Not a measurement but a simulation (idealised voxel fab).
The following process module bears the name voxel transistor to metal.
In the cross-section labelled cut, the width is 185 nm and each square cell is 5 nm.
We lay out every cross-section as a grid of square cells and spell it out in bands from the top down, where one band means one or more rows of cells.
Look at the band entry: it leads with the top's height and the bottom's height in nm. Then it lists the materials left to right, with a width in nm for each. The word "throughout" on a single material says that material fills the band edge to edge. The word "empty" is empty space.
All heights in this document are referenced to 0, defined as the level beneath which the wafer, as received, consists entirely of one material. The lowest band is not bounded below; it extends indefinitely downward and is written in the form "0 and below".
A width such as "30..40" changes by the same amount from each row of cells to the next, from the band's top row to its bottom row.
Any step labelled "remains unaltered" changed none of the cells in the cross-section.
You'll see "Voids lacking openings" listing empty spaces that have no way open to the top, as long as they're 8 cells or more; the notation is width x height at distance, where the distance is from the left edge, and all of it is in nm.
The remark found on a step's line after its settings is issued by the simulator itself and pertains to that step.
"overlay nm" denotes, for a step that has a mask, the displacement of the mask to the right of its planned place, with negative values corresponding to the left.

Here's what the planned process steps look like
1,RECEIVE, material Si
2,CONFORMAL_DEP, material SiO2, thk nm 5
3,CONFORMAL_DEP, material SiN, thk nm 10
4,PATTERN, tone cover, mask id ACTIVE, material resist, width nm 85, thk nm 20, overlay nm 0
5,DIRECTIONAL_ETCH, etch materials SiN, depth nm 10
6,DIRECTIONAL_ETCH, etch materials SiO2, depth nm 5
7,DIRECTIONAL_ETCH, etch materials Si, depth nm 20
8,STRIP, etch materials resist
9,OXIDIZE, depth nm 5
10,FILL_DEP, material SiO2, thk nm 15
11,CMP, height nm 15
12,SELECTIVE_ETCH, etch materials SiO2, depth nm 5
13,STRIP, etch materials SiN
14,SELECTIVE_ETCH, etch materials SiO2, depth nm 5
15,OXIDIZE, depth nm 5
16,DIRECTIONAL_DEP, material polySi, thk nm 25
17,DIRECTIONAL_DEP, material SiCN, thk nm 15
18,DIRECTIONAL_DEP, material aC, thk nm 10
19,PATTERN, tone cover, mask id GATE, material resist, width nm 15, thk nm 25, overlay nm 0
20,DIRECTIONAL_ETCH, etch materials aC, depth nm 10
21,STRIP, etch materials resist
22,DIRECTIONAL_ETCH, etch materials SiCN, depth nm 25
23,DIRECTIONAL_ETCH, etch materials polySi, depth nm 35
24,STRIP, etch materials aC
25,CONFORMAL_DEP, material SiN, thk nm 10
26,DIRECTIONAL_ETCH, etch materials SiN, depth nm 10
27,DIRECTIONAL_ETCH, etch materials SiO2, depth nm 5
28,EPI, material SiGe, thk nm 5
29,FILL_DEP, material SiO2, thk nm 10
30,CMP, height nm 40
31,DIRECTIONAL_DEP, material SiO2, thk nm 15
32,MASKED_ETCH, tone open, mask id CONTACT, width nm 15, pitch nm 60, etch materials SiO2, depth nm 55, overlay nm 0
33,CONFORMAL_DEP, material TiN, thk nm 5
34,FILL_DEP, material W, thk nm 5
35,CMP, height nm 55
36,CONFORMAL_DEP, material SiCN, thk nm 5
37,DIRECTIONAL_DEP, material SiO2, thk nm 20
38,PATTERN, tone open, mask id METAL_1, material resist, width nm 15, pitch nm 60, thk nm 15, overlay nm 0
39,DIRECTIONAL_ETCH, etch materials SiO2, depth nm 20
40,DIRECTIONAL_ETCH, etch materials SiCN, depth nm 5
41,STRIP, etch materials resist
42,CONFORMAL_DEP, material TiN, thk nm 5
43,FILL_DEP, material Cu, thk nm 5
44,CMP, height nm 80
45,CONFORMAL_DEP, material SiN, thk nm 5

On the first of the two wafers: run conducted according to plan

Cross-section of the wafer upon arrival, representing the state reached after step 1
* 0 and below: Si throughout
* Voids lacking openings: none

Wafer section view after processing step 2
* 5 down to 0: SiO2 throughout
* All layers under 0 are left as they were.

Wafer section view after processing step 3
* 15 down to 5: SiN throughout
* All layers under 5 are left as they were.

Wafer section view after processing step 4
* 35 down to 15: empty 50 nm; resist 85 nm; empty 50 nm
* All layers under 15 are left as they were.

Wafer section view after processing step 5
* 35 down to 15: empty 50 nm; resist 85 nm; empty 50 nm
* 15 down to 5: empty 50 nm; SiN 85 nm; empty 50 nm
* All layers under 5 are left as they were.

Wafer section view after processing step 6
* 35 down to 15: empty 50 nm; resist 85 nm; empty 50 nm
* 15 down to 5: empty 50 nm; SiN 85 nm; empty 50 nm
* 5 down to 0: empty 50 nm; SiO2 85 nm; empty 50 nm
* All layers under 0 are left as they were.

Wafer section view after processing step 7
* 35 down to 15: empty 50 nm; resist 85 nm; empty 50 nm
* 15 down to 5: empty 50 nm; SiN 85 nm; empty 50 nm
* 5 down to 0: empty 50 nm; SiO2 85 nm; empty 50 nm
* 0 down to -20: empty 50 nm; Si 85 nm; empty 50 nm
* All layers under -20 are left as they were.

Wafer section view after processing step 8
* 15 down to 5: empty 50 nm; SiN 85 nm; empty 50 nm
* All layers under 5 are left as they were.

Wafer section view after processing step 9
* 15 down to 5: empty 50 nm; SiN 85 nm; empty 50 nm
* 5 down to 0: empty 50 nm; SiO2 85 nm; empty 50 nm
* 0 down to -20: empty 50 nm; SiO2 5 nm; Si 75 nm; SiO2 5 nm; empty 50 nm
* -20 down to -25: SiO2 55 nm; Si 75 nm; SiO2 55 nm
* All layers under -25 are left as they were.

Wafer section view after processing step 10
* 30 down to 15: SiO2 throughout
* 15 down to 5: SiO2 50 nm; SiN 85 nm; SiO2 50 nm
* 5 down to 0: SiO2 throughout
* 0 down to -25: SiO2 55 nm; Si 75 nm; SiO2 55 nm
* All layers under -25 are left as they were.

Wafer section view after processing step 11
* 15 down to 5: SiO2 50 nm; SiN 85 nm; SiO2 50 nm
* All layers under 5 are left as they were.

Wafer section view after processing step 12
* 15 down to 10: empty 50 nm; SiN 85 nm; empty 50 nm
* All layers under 10 are left as they were.

Wafer section view after processing step 13
* 10 down to 5: SiO2 50 nm; empty 85 nm; SiO2 50 nm
* All layers under 5 are left as they were.

Wafer section view after processing step 14
* 5 down to 0: SiO2 45 nm; empty 95 nm; SiO2 45 nm
* All layers under 0 are left as they were.

Wafer section view after processing step 15
* 5 down to 0: SiO2 45 nm; empty 95 nm; SiO2 45 nm
* 0 down to -5: SiO2 throughout
* All layers under -5 are left as they were.

Wafer section view after processing step 16
* 30 down to 25: polySi 45 nm; empty 95 nm; polySi 45 nm
* 25 down to 5: polySi throughout
* 5 down to 0: SiO2 45 nm; polySi 95 nm; SiO2 45 nm
* All layers under 0 are left as they were.

Wafer section view after processing step 17
* 45 down to 40: SiCN 45 nm; empty 95 nm; SiCN 45 nm
* 40 down to 30: SiCN throughout
* 30 down to 25: polySi 45 nm; SiCN 95 nm; polySi 45 nm
* All layers under 25 are left as they were.

Wafer section view after processing step 18
* 55 down to 50: aC 45 nm; empty 95 nm; aC 45 nm
* 50 down to 45: aC throughout
* 45 down to 40: SiCN 45 nm; aC 95 nm; SiCN 45 nm
* All layers under 40 are left as they were.

Wafer section view after processing step 19
* 80 down to 55: empty 85 nm; resist 15 nm; empty 85 nm
* 55 down to 50: aC 45 nm; empty 40 nm; resist 15 nm; empty 40 nm; aC 45 nm
* All layers under 50 are left as they were.

Wafer section view after processing step 20
* 70 down to 50: empty 85 nm; resist 15 nm; empty 85 nm
* 50 down to 45: empty 85 nm; aC 15 nm; empty 85 nm
* 45 down to 40: SiCN 45 nm; empty 40 nm; aC 15 nm; empty 40 nm; SiCN 45 nm
* All layers under 40 are left as they were.

Wafer section view after processing step 21
* 50 down to 45: empty 85 nm; aC 15 nm; empty 85 nm
* All layers under 45 are left as they were.

Wafer section view after processing step 22
* 50 down to 40: empty 85 nm; aC 15 nm; empty 85 nm
* 40 down to 30: empty 85 nm; SiCN 15 nm; empty 85 nm
* 30 down to 25: polySi 45 nm; empty 40 nm; SiCN 15 nm; empty 40 nm; polySi 45 nm
* All layers under 25 are left as they were.

Wafer section view after processing step 23
* 50 down to 40: empty 85 nm; aC 15 nm; empty 85 nm
* 40 down to 25: empty 85 nm; SiCN 15 nm; empty 85 nm
* 25 down to 5: empty 85 nm; polySi 15 nm; empty 85 nm
* 5 down to 0: SiO2 45 nm; empty 40 nm; polySi 15 nm; empty 40 nm; SiO2 45 nm
* All layers under 0 are left as they were.

Wafer section view after processing step 24
* 40 down to 25: empty 85 nm; SiCN 15 nm; empty 85 nm
* All layers under 25 are left as they were.

Wafer section view after processing step 25
* 50 down to 40: empty 75 nm; SiN 35 nm; empty 75 nm
* 40 down to 25: empty 75 nm; SiN 10 nm; SiCN 15 nm; SiN 10 nm; empty 75 nm
* 25 down to 15: empty 75 nm; SiN 10 nm; polySi 15 nm; SiN 10 nm; empty 75 nm
* 15 down to 10: SiN 55 nm; empty 20 nm; SiN 10 nm; polySi 15 nm; SiN 10 nm; empty 20 nm; SiN 55 nm
* 10 down to 5: SiN 85 nm; polySi 15 nm; SiN 85 nm
* 5 down to 0: SiO2 45 nm; SiN 40 nm; polySi 15 nm; SiN 40 nm; SiO2 45 nm
* All layers under 0 are left as they were.

Wafer section view after processing step 26
* 40 down to 25: empty 75 nm; SiN 10 nm; SiCN 15 nm; SiN 10 nm; empty 75 nm
* 25 down to 5: empty 75 nm; SiN 10 nm; polySi 15 nm; SiN 10 nm; empty 75 nm
* 5 down to 0: SiO2 45 nm; SiN 10 nm; empty 20 nm; SiN 10 nm; polySi 15 nm; SiN 10 nm; empty 20 nm; SiN 10 nm; SiO2 45 nm
* All layers under 0 are left as they were.

Wafer section view after processing step 27
* 40 down to 25: empty 75 nm; SiN 10 nm; SiCN 15 nm; SiN 10 nm; empty 75 nm
* 25 down to 5: empty 75 nm; SiN 10 nm; polySi 15 nm; SiN 10 nm; empty 75 nm
* 5 down to 0: empty 45 nm; SiN 10 nm; empty 20 nm; SiN 10 nm; polySi 15 nm; SiN 10 nm; empty 20 nm; SiN 10 nm; empty 45 nm
* 0 down to -5: SiO2 55 nm; empty 20 nm; SiO2 35 nm; empty 20 nm; SiO2 55 nm
* All layers under -5 are left as they were.

Wafer section view after processing step 28
* 40 down to 25: empty 75 nm; SiN 10 nm; SiCN 15 nm; SiN 10 nm; empty 75 nm
* 25 down to 5: empty 75 nm; SiN 10 nm; polySi 15 nm; SiN 10 nm; empty 75 nm
* 5 down to 0: empty 45 nm; SiN 10 nm; empty 20 nm; SiN 10 nm; polySi 15 nm; SiN 10 nm; empty 20 nm; SiN 10 nm; empty 45 nm
* 0 down to -5: SiO2 55 nm; SiGe 20 nm; SiO2 35 nm; SiGe 20 nm; SiO2 55 nm
* All layers under -5 are left as they were.

Wafer section view after processing step 29
* 50 down to 40: SiO2 throughout
* 40 down to 25: SiO2 75 nm; SiN 10 nm; SiCN 15 nm; SiN 10 nm; SiO2 75 nm
* 25 down to 5: SiO2 75 nm; SiN 10 nm; polySi 15 nm; SiN 10 nm; SiO2 75 nm
* 5 down to 0: SiO2 45 nm; SiN 10 nm; SiO2 20 nm; SiN 10 nm; polySi 15 nm; SiN 10 nm; SiO2 20 nm; SiN 10 nm; SiO2 45 nm
* All layers under 0 are left as they were.

Wafer section view after processing step 30
* 40 down to 25: SiO2 75 nm; SiN 10 nm; SiCN 15 nm; SiN 10 nm; SiO2 75 nm
* All layers under 25 are left as they were.

Wafer section view after processing step 31
* 55 down to 40: SiO2 throughout
* All layers under 40 are left as they were.

Wafer section view after processing step 32
* 55 down to 40: SiO2 55 nm; empty 15 nm; SiO2 45 nm; empty 15 nm; SiO2 55 nm
* 40 down to 25: SiO2 55 nm; empty 15 nm; SiO2 5 nm; SiN 10 nm; SiCN 15 nm; SiN 10 nm; SiO2 5 nm; empty 15 nm; SiO2 55 nm
* 25 down to 5: SiO2 55 nm; empty 15 nm; SiO2 5 nm; SiN 10 nm; polySi 15 nm; SiN 10 nm; SiO2 5 nm; empty 15 nm; SiO2 55 nm
* 5 down to 0: SiO2 45 nm; SiN 10 nm; empty 15 nm; SiO2 5 nm; SiN 10 nm; polySi 15 nm; SiN 10 nm; SiO2 5 nm; empty 15 nm; SiN 10 nm; SiO2 45 nm
* All layers under 0 are left as they were.

Wafer section view after processing step 33
* 60 down to 55: TiN 60 nm; empty 5 nm; TiN 55 nm; empty 5 nm; TiN 60 nm
* 55 down to 40: SiO2 55 nm; TiN 5 nm; empty 5 nm; TiN 5 nm; SiO2 45 nm; TiN 5 nm; empty 5 nm; TiN 5 nm; SiO2 55 nm
* 40 down to 25: SiO2 55 nm; TiN 5 nm; empty 5 nm; TiN 5 nm; SiO2 5 nm; SiN 10 nm; SiCN 15 nm; SiN 10 nm; SiO2 5 nm; TiN 5 nm; empty 5 nm; TiN 5 nm; SiO2 55 nm
* 25 down to 5: SiO2 55 nm; TiN 5 nm; empty 5 nm; TiN 5 nm; SiO2 5 nm; SiN 10 nm; polySi 15 nm; SiN 10 nm; SiO2 5 nm; TiN 5 nm; empty 5 nm; TiN 5 nm; SiO2 55 nm
* 5 down to 0: SiO2 45 nm; SiN 10 nm; TiN 15 nm; SiO2 5 nm; SiN 10 nm; polySi 15 nm; SiN 10 nm; SiO2 5 nm; TiN 15 nm; SiN 10 nm; SiO2 45 nm
* All layers under 0 are left as they were.

Wafer section view after processing step 34
* 65 down to 60: W throughout
* 60 down to 55: TiN 60 nm; W 5 nm; TiN 55 nm; W 5 nm; TiN 60 nm
* 55 down to 40: SiO2 55 nm; TiN 5 nm; W 5 nm; TiN 5 nm; SiO2 45 nm; TiN 5 nm; W 5 nm; TiN 5 nm; SiO2 55 nm
* 40 down to 25: SiO2 55 nm; TiN 5 nm; W 5 nm; TiN 5 nm; SiO2 5 nm; SiN 10 nm; SiCN 15 nm; SiN 10 nm; SiO2 5 nm; TiN 5 nm; W 5 nm; TiN 5 nm; SiO2 55 nm
* 25 down to 5: SiO2 55 nm; TiN 5 nm; W 5 nm; TiN 5 nm; SiO2 5 nm; SiN 10 nm; polySi 15 nm; SiN 10 nm; SiO2 5 nm; TiN 5 nm; W 5 nm; TiN 5 nm; SiO2 55 nm
* All layers under 5 are left as they were.

Wafer section view after processing step 35
* 55 down to 40: SiO2 55 nm; TiN 5 nm; W 5 nm; TiN 5 nm; SiO2 45 nm; TiN 5 nm; W 5 nm; TiN 5 nm; SiO2 55 nm
* All layers under 40 are left as they were.

Wafer section view after processing step 36
* 60 down to 55: SiCN throughout
* All layers under 55 are left as they were.

Wafer section view after processing step 37
* 80 down to 60: SiO2 throughout
* All layers under 60 are left as they were.

Wafer section view after processing step 38
* 95 down to 80: resist 55 nm; empty 15 nm; resist 45 nm; empty 15 nm; resist 55 nm
* All layers under 80 are left as they were.

Wafer section view after processing step 39
* 95 down to 80: resist 55 nm; empty 15 nm; resist 45 nm; empty 15 nm; resist 55 nm
* 80 down to 60: SiO2 55 nm; empty 15 nm; SiO2 45 nm; empty 15 nm; SiO2 55 nm
* All layers under 60 are left as they were.

Wafer section view after processing step 40
* 95 down to 80: resist 55 nm; empty 15 nm; resist 45 nm; empty 15 nm; resist 55 nm
* 80 down to 60: SiO2 55 nm; empty 15 nm; SiO2 45 nm; empty 15 nm; SiO2 55 nm
* 60 down to 55: SiCN 55 nm; empty 15 nm; SiCN 45 nm; empty 15 nm; SiCN 55 nm
* All layers under 55 are left as they were.

Wafer section view after processing step 41
* 80 down to 60: SiO2 55 nm; empty 15 nm; SiO2 45 nm; empty 15 nm; SiO2 55 nm
* All layers under 60 are left as they were.

Wafer section view after processing step 42
* 85 down to 80: TiN 60 nm; empty 5 nm; TiN 55 nm; empty 5 nm; TiN 60 nm
* 80 down to 60: SiO2 55 nm; TiN 5 nm; empty 5 nm; TiN 5 nm; SiO2 45 nm; TiN 5 nm; empty 5 nm; TiN 5 nm; SiO2 55 nm
* 60 down to 55: SiCN 55 nm; TiN 15 nm; SiCN 45 nm; TiN 15 nm; SiCN 55 nm
* All layers under 55 are left as they were.

Wafer section view after processing step 43
* 90 down to 85: Cu throughout
* 85 down to 80: TiN 60 nm; Cu 5 nm; TiN 55 nm; Cu 5 nm; TiN 60 nm
* 80 down to 60: SiO2 55 nm; TiN 5 nm; Cu 5 nm; TiN 5 nm; SiO2 45 nm; TiN 5 nm; Cu 5 nm; TiN 5 nm; SiO2 55 nm
* All layers under 60 are left as they were.

Wafer section view after processing step 44
* 80 down to 60: SiO2 55 nm; TiN 5 nm; Cu 5 nm; TiN 5 nm; SiO2 45 nm; TiN 5 nm; Cu 5 nm; TiN 5 nm; SiO2 55 nm
* All layers under 60 are left as they were.

Wafer section view after processing step 45
* 85 down to 80: SiN throughout
* All layers under 80 are left as they were.

Second wafer, same starting conditions and recipe as the first, one mistake in executing it, nothing differs from the first up to and including step 3

Cross-section, second wafer, at the end time the plan gives for step 4
* 35 down to 15: resist 50 nm; empty 85 nm; resist 50 nm
* All layers under 15 are left as they were.

Cross-section, second wafer, at the end time the plan gives for step 5
* 35 down to 15: resist 50 nm; empty 85 nm; resist 50 nm
* 15 down to 5: SiN 50 nm; empty 85 nm; SiN 50 nm
* All layers under 5 are left as they were.

Cross-section, second wafer, at the end time the plan gives for step 6
* 35 down to 15: resist 50 nm; empty 85 nm; resist 50 nm
* 15 down to 5: SiN 50 nm; empty 85 nm; SiN 50 nm
* 5 down to 0: SiO2 50 nm; empty 85 nm; SiO2 50 nm
* All layers under 0 are left as they were.

Cross-section, second wafer, at the end time the plan gives for step 7
* 35 down to 15: resist 50 nm; empty 85 nm; resist 50 nm
* 15 down to 5: SiN 50 nm; empty 85 nm; SiN 50 nm
* 5 down to 0: SiO2 50 nm; empty 85 nm; SiO2 50 nm
* 0 down to -20: Si 50 nm; empty 85 nm; Si 50 nm
* All layers under -20 are left as they were.

Cross-section, second wafer, at the end time the plan gives for step 8
* 15 down to 5: SiN 50 nm; empty 85 nm; SiN 50 nm
* All layers under 5 are left as they were.

Cross-section, second wafer, at the end time the plan gives for step 9
* 15 down to 5: SiN 50 nm; empty 85 nm; SiN 50 nm
* 5 down to 0: SiO2 50 nm; empty 85 nm; SiO2 50 nm
* 0 down to -20: Si 45 nm; SiO2 5 nm; empty 85 nm; SiO2 5 nm; Si 45 nm
* -20 down to -25: Si 45 nm; SiO2 95 nm; Si 45 nm
* All layers under -25 are left as they were.

Cross-section, second wafer, at the end time the plan gives for step 10
* 30 down to 15: SiO2 throughout
* 15 down to 5: SiN 50 nm; SiO2 85 nm; SiN 50 nm
* 5 down to 0: SiO2 throughout
* 0 down to -25: Si 45 nm; SiO2 95 nm; Si 45 nm
* All layers under -25 are left as they were.

Cross-section, second wafer, at the end time the plan gives for step 11
* 15 down to 5: SiN 50 nm; SiO2 85 nm; SiN 50 nm
* All layers under 5 are left as they were.

Cross-section, second wafer, at the end time the plan gives for step 12
* 15 down to 10: SiN 50 nm; empty 85 nm; SiN 50 nm
* All layers under 10 are left as they were.

Cross-section, second wafer, at the end time the plan gives for step 13
* 10 down to 5: empty 50 nm; SiO2 85 nm; empty 50 nm
* All layers under 5 are left as they were.

Cross-section, second wafer, at the end time the plan gives for step 14
* 5 down to 0: empty 55 nm; SiO2 75 nm; empty 55 nm
* All layers under 0 are left as they were.

Cross-section, second wafer, at the end time the plan gives for step 15
* 5 down to 0: empty 55 nm; SiO2 75 nm; empty 55 nm
* 0 down to -5: SiO2 throughout
* All layers under -5 are left as they were.

Cross-section, second wafer, at the end time the plan gives for step 16
* 30 down to 25: empty 55 nm; polySi 75 nm; empty 55 nm
* 25 down to 5: polySi throughout
* 5 down to 0: polySi 55 nm; SiO2 75 nm; polySi 55 nm
* All layers under 0 are left as they were.

Cross-section, second wafer, at the end time the plan gives for step 17
* 45 down to 40: empty 55 nm; SiCN 75 nm; empty 55 nm
* 40 down to 30: SiCN throughout
* 30 down to 25: SiCN 55 nm; polySi 75 nm; SiCN 55 nm
* All layers under 25 are left as they were.

Cross-section, second wafer, at the end time the plan gives for step 18
* 55 down to 50: empty 55 nm; aC 75 nm; empty 55 nm
* 50 down to 45: aC throughout
* 45 down to 40: aC 55 nm; SiCN 75 nm; aC 55 nm
* All layers under 40 are left as they were.

Cross-section, second wafer, at the end time the plan gives for step 19
* 80 down to 55: empty 85 nm; resist 15 nm; empty 85 nm
* All layers under 55 are left as they were.

Cross-section, second wafer, at the end time the plan gives for step 20
* 70 down to 55: empty 85 nm; resist 15 nm; empty 85 nm
* 55 down to 45: empty 85 nm; aC 15 nm; empty 85 nm
* 45 down to 40: empty 55 nm; SiCN 75 nm; empty 55 nm
* All layers under 40 are left as they were.

Cross-section, second wafer, at the end time the plan gives for step 21
* 55 down to 45: empty 85 nm; aC 15 nm; empty 85 nm
* All layers under 45 are left as they were.

Cross-section, second wafer, at the end time the plan gives for step 22
* 55 down to 45: empty 85 nm; aC 15 nm; empty 85 nm
* 45 down to 30: empty 85 nm; SiCN 15 nm; empty 85 nm
* 30 down to 25: empty 55 nm; polySi 75 nm; empty 55 nm
* All layers under 25 are left as they were.

Cross-section, second wafer, at the end time the plan gives for step 23
* 55 down to 45: empty 85 nm; aC 15 nm; empty 85 nm
* 45 down to 30: empty 85 nm; SiCN 15 nm; empty 85 nm
* 30 down to 5: empty 85 nm; polySi 15 nm; empty 85 nm
* 5 down to 0: empty 55 nm; SiO2 75 nm; empty 55 nm
* All layers under 0 are left as they were.

Cross-section, second wafer, at the end time the plan gives for step 24
* 45 down to 30: empty 85 nm; SiCN 15 nm; empty 85 nm
* All layers under 30 are left as they were.

Cross-section, second wafer, at the end time the plan gives for step 25
* 55 down to 45: empty 75 nm; SiN 35 nm; empty 75 nm
* 45 down to 30: empty 75 nm; SiN 10 nm; SiCN 15 nm; SiN 10 nm; empty 75 nm
* 30 down to 15: empty 75 nm; SiN 10 nm; polySi 15 nm; SiN 10 nm; empty 75 nm
* 15 down to 10: empty 45 nm; SiN 40 nm; polySi 15 nm; SiN 40 nm; empty 45 nm
* 10 down to 5: SiN 85 nm; polySi 15 nm; SiN 85 nm
* 5 down to 0: SiN 55 nm; SiO2 75 nm; SiN 55 nm
* All layers under 0 are left as they were.

Cross-section, second wafer, at the end time the plan gives for step 26
* 45 down to 30: empty 75 nm; SiN 10 nm; SiCN 15 nm; SiN 10 nm; empty 75 nm
* 30 down to 5: empty 75 nm; SiN 10 nm; polySi 15 nm; SiN 10 nm; empty 75 nm
* 5 down to 0: empty 45 nm; SiN 10 nm; SiO2 75 nm; SiN 10 nm; empty 45 nm
* All layers under 0 are left as they were.

Cross-section, second wafer, at the end time the plan gives for step 27
* 45 down to 30: empty 75 nm; SiN 10 nm; SiCN 15 nm; SiN 10 nm; empty 75 nm
* 30 down to 5: empty 75 nm; SiN 10 nm; polySi 15 nm; SiN 10 nm; empty 75 nm
* 5 down to 0: empty 45 nm; SiN 10 nm; empty 20 nm; SiO2 35 nm; empty 20 nm; SiN 10 nm; empty 45 nm
* 0 down to -5: empty 45 nm; SiO2 95 nm; empty 45 nm
* All layers under -5 are left as they were.

Cross-section, second wafer, at the end time the plan gives for step 28
* 45 down to 30: empty 75 nm; SiN 10 nm; SiCN 15 nm; SiN 10 nm; empty 75 nm
* 30 down to 5: empty 75 nm; SiN 10 nm; polySi 15 nm; SiN 10 nm; empty 75 nm
* 5 down to 0: empty 45 nm; SiN 10 nm; empty 20 nm; SiO2 35 nm; empty 20 nm; SiN 10 nm; empty 45 nm
* 0 down to -5: SiGe 45 nm; SiO2 95 nm; SiGe 45 nm
* All layers under -5 are left as they were.

Cross-section, second wafer, at the end time the plan gives for step 29
* 55 down to 45: SiO2 throughout
* 45 down to 30: SiO2 75 nm; SiN 10 nm; SiCN 15 nm; SiN 10 nm; SiO2 75 nm
* 30 down to 5: SiO2 75 nm; SiN 10 nm; polySi 15 nm; SiN 10 nm; SiO2 75 nm
* 5 down to 0: SiO2 45 nm; SiN 10 nm; SiO2 75 nm; SiN 10 nm; SiO2 45 nm
* All layers under 0 are left as they were.

Cross-section, second wafer, at the end time the plan gives for step 30
* 40 down to 30: SiO2 75 nm; SiN 10 nm; SiCN 15 nm; SiN 10 nm; SiO2 75 nm
* All layers under 30 are left as they were.

Cross-section, second wafer, at the end time the plan gives for step 31
* 55 down to 40: SiO2 throughout
* All layers under 40 are left as they were.

Cross-section, second wafer, at the end time the plan gives for step 32
* 55 down to 40: SiO2 55 nm; empty 15 nm; SiO2 45 nm; empty 15 nm; SiO2 55 nm
* 40 down to 30: SiO2 55 nm; empty 15 nm; SiO2 5 nm; SiN 10 nm; SiCN 15 nm; SiN 10 nm; SiO2 5 nm; empty 15 nm; SiO2 55 nm
* 30 down to 5: SiO2 55 nm; empty 15 nm; SiO2 5 nm; SiN 10 nm; polySi 15 nm; SiN 10 nm; SiO2 5 nm; empty 15 nm; SiO2 55 nm
* 5 down to 0: SiO2 45 nm; SiN 10 nm; empty 15 nm; SiO2 45 nm; empty 15 nm; SiN 10 nm; SiO2 45 nm
* All layers under 0 are left as they were.

Cross-section, second wafer, at the end time the plan gives for step 33
* 60 down to 55: TiN 60 nm; empty 5 nm; TiN 55 nm; empty 5 nm; TiN 60 nm
* 55 down to 40: SiO2 55 nm; TiN 5 nm; empty 5 nm; TiN 5 nm; SiO2 45 nm; TiN 5 nm; empty 5 nm; TiN 5 nm; SiO2 55 nm
* 40 down to 30: SiO2 55 nm; TiN 5 nm; empty 5 nm; TiN 5 nm; SiO2 5 nm; SiN 10 nm; SiCN 15 nm; SiN 10 nm; SiO2 5 nm; TiN 5 nm; empty 5 nm; TiN 5 nm; SiO2 55 nm
* 30 down to 5: SiO2 55 nm; TiN 5 nm; empty 5 nm; TiN 5 nm; SiO2 5 nm; SiN 10 nm; polySi 15 nm; SiN 10 nm; SiO2 5 nm; TiN 5 nm; empty 5 nm; TiN 5 nm; SiO2 55 nm
* 5 down to 0: SiO2 45 nm; SiN 10 nm; TiN 15 nm; SiO2 45 nm; TiN 15 nm; SiN 10 nm; SiO2 45 nm
* All layers under 0 are left as they were.

Cross-section, second wafer, at the end time the plan gives for step 34
* 65 down to 60: W throughout
* 60 down to 55: TiN 60 nm; W 5 nm; TiN 55 nm; W 5 nm; TiN 60 nm
* 55 down to 40: SiO2 55 nm; TiN 5 nm; W 5 nm; TiN 5 nm; SiO2 45 nm; TiN 5 nm; W 5 nm; TiN 5 nm; SiO2 55 nm
* 40 down to 30: SiO2 55 nm; TiN 5 nm; W 5 nm; TiN 5 nm; SiO2 5 nm; SiN 10 nm; SiCN 15 nm; SiN 10 nm; SiO2 5 nm; TiN 5 nm; W 5 nm; TiN 5 nm; SiO2 55 nm
* 30 down to 5: SiO2 55 nm; TiN 5 nm; W 5 nm; TiN 5 nm; SiO2 5 nm; SiN 10 nm; polySi 15 nm; SiN 10 nm; SiO2 5 nm; TiN 5 nm; W 5 nm; TiN 5 nm; SiO2 55 nm
* All layers under 5 are left as they were.

Cross-section, second wafer, at the end time the plan gives for step 35
* 55 down to 40: SiO2 55 nm; TiN 5 nm; W 5 nm; TiN 5 nm; SiO2 45 nm; TiN 5 nm; W 5 nm; TiN 5 nm; SiO2 55 nm
* All layers under 40 are left as they were.

Cross-section, second wafer, at the end time the plan gives for step 36
* 60 down to 55: SiCN throughout
* All layers under 55 are left as they were.

Cross-section, second wafer, at the end time the plan gives for step 37
* 80 down to 60: SiO2 throughout
* All layers under 60 are left as they were.

Cross-section, second wafer, at the end time the plan gives for step 38
* 95 down to 80: resist 55 nm; empty 15 nm; resist 45 nm; empty 15 nm; resist 55 nm
* All layers under 80 are left as they were.

Cross-section, second wafer, at the end time the plan gives for step 39
* 95 down to 80: resist 55 nm; empty 15 nm; resist 45 nm; empty 15 nm; resist 55 nm
* 80 down to 60: SiO2 55 nm; empty 15 nm; SiO2 45 nm; empty 15 nm; SiO2 55 nm
* All layers under 60 are left as they were.

Cross-section, second wafer, at the end time the plan gives for step 40
* 95 down to 80: resist 55 nm; empty 15 nm; resist 45 nm; empty 15 nm; resist 55 nm
* 80 down to 60: SiO2 55 nm; empty 15 nm; SiO2 45 nm; empty 15 nm; SiO2 55 nm
* 60 down to 55: SiCN 55 nm; empty 15 nm; SiCN 45 nm; empty 15 nm; SiCN 55 nm
* All layers under 55 are left as they were.

Cross-section, second wafer, at the end time the plan gives for step 41
* 80 down to 60: SiO2 55 nm; empty 15 nm; SiO2 45 nm; empty 15 nm; SiO2 55 nm
* All layers under 60 are left as they were.

Cross-section, second wafer, at the end time the plan gives for step 42
* 85 down to 80: TiN 60 nm; empty 5 nm; TiN 55 nm; empty 5 nm; TiN 60 nm
* 80 down to 60: SiO2 55 nm; TiN 5 nm; empty 5 nm; TiN 5 nm; SiO2 45 nm; TiN 5 nm; empty 5 nm; TiN 5 nm; SiO2 55 nm
* 60 down to 55: SiCN 55 nm; TiN 15 nm; SiCN 45 nm; TiN 15 nm; SiCN 55 nm
* All layers under 55 are left as they were.

Cross-section, second wafer, at the end time the plan gives for step 43
* 90 down to 85: Cu throughout
* 85 down to 80: TiN 60 nm; Cu 5 nm; TiN 55 nm; Cu 5 nm; TiN 60 nm
* 80 down to 60: SiO2 55 nm; TiN 5 nm; Cu 5 nm; TiN 5 nm; SiO2 45 nm; TiN 5 nm; Cu 5 nm; TiN 5 nm; SiO2 55 nm
* All layers under 60 are left as they were.

Cross-section, second wafer, at the end time the plan gives for step 44
* 80 down to 60: SiO2 55 nm; TiN 5 nm; Cu 5 nm; TiN 5 nm; SiO2 45 nm; TiN 5 nm; Cu 5 nm; TiN 5 nm; SiO2 55 nm
* All layers under 60 are left as they were.

Cross-section, second wafer, at the end time the plan gives for step 45
* 85 down to 80: SiN throughout
* All layers under 80 are left as they were.
In executing the process, a mistake was made relative to the plan: in deviation from the planned setting, step 4 was conducted as PATTERN, tone open, mask id ACTIVE, material resist, width nm 85, thk nm 20, overlay nm 0
FYI, end of process, the second wafer has more or fewer cells of some materials than the first: Si +12, SiCN -3, SiGe +10, SiN -4, SiO2 -15
